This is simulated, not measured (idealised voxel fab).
process module | voxel spacer lines
The cross-section shown here is cut; it is 170 nm wide and divided into square cells measuring 5 nm on a side.
If you're reading a cross-section in this doc, picture square cells in a grid; it comes to you as bands, top ones listed first down to the bottom, and a band can be one or more rows of cells. Look at the band entry: it leads with the top's height and the bottom's height in nm. Then it lists the materials left to right, with a width in nm for each. The word "all across" on a single material says that material fills the band edge to edge. The word "air" is empty space. We count height from 0. Below that, the starting wafer is all one material. The lowest band never ends at the bottom but goes on down; see "0 and below" for how that is written. The two numbers in a width such as "30->40" mark its ends across the band: the first belongs to the top row of cells, the second to the bottom row, and from each row to the next the width moves by the same amount. What does "nothing got changed" mean for a step? It means no cell of the cross-section changed in that step. Closed internal voids: empty space of 8 cells or more with no open way to the top, each as width x height at its distance from the left edge, in nm. Text after the settings on a step's line: the simulator's own remark on that step. A step's line can hold "overlay nm"; with a mask on that step, the setting says how far right of the planned place the mask lay, while a negative setting says it lay to the left.
## The steps planned for the process are as follows
- 1: RECEIVE, material Si
- 2: CONFORMAL_DEP, material Al2O3, thk nm 5
- 3: DIRECTIONAL_DEP, material TiN, thk nm 10
- 4: DIRECTIONAL_DEP, material polySi, thk nm 25
- 5: PATTERN, tone cover, mask id MANDREL, material resist, width nm 15, pitch nm 60, thk nm 35, overlay nm 0
- 6: DIRECTIONAL_ETCH, etch materials polySi, depth nm 25
- 7: STRIP, etch materials resist
- 8: CONFORMAL_DEP, material SiO2, thk nm 15
- 9: DIRECTIONAL_ETCH, etch materials SiO2, depth nm 15
- 10: STRIP, etch materials polySi
- 11: DIRECTIONAL_ETCH, etch materials TiN, depth nm 10
- 12: STRIP, etch materials SiO2
- 13: FILL_DEP, material lowk, thk nm 5
- 14: CMP, height nm 20
The plan's step 2 thk nm is the first wafer's value; the wafers differ in this setting and start identical.
## Cross-sectional view of the first of several wafers in the as-received condition, corresponding to the state following step 1
	0 and below  Si all across
	Closed internal voids: none
## Gained (+) or lost (-) cells of each material since receipt, then closed voids: one row per wafer, at the end of the module
thk nm 5 | +34 Al2O3 | +24 TiN | +78 lowk | Closed internal voids: none
thk nm 10 | +68 Al2O3 | +24 TiN | +44 lowk | Closed internal voids: none
thk nm 15 | +102 Al2O3 | +12 TiN | +22 lowk | Closed internal voids: none
thk nm 20 | +136 Al2O3 | Closed internal voids: none
thk nm 25 | +136 Al2O3 | Closed internal voids: none
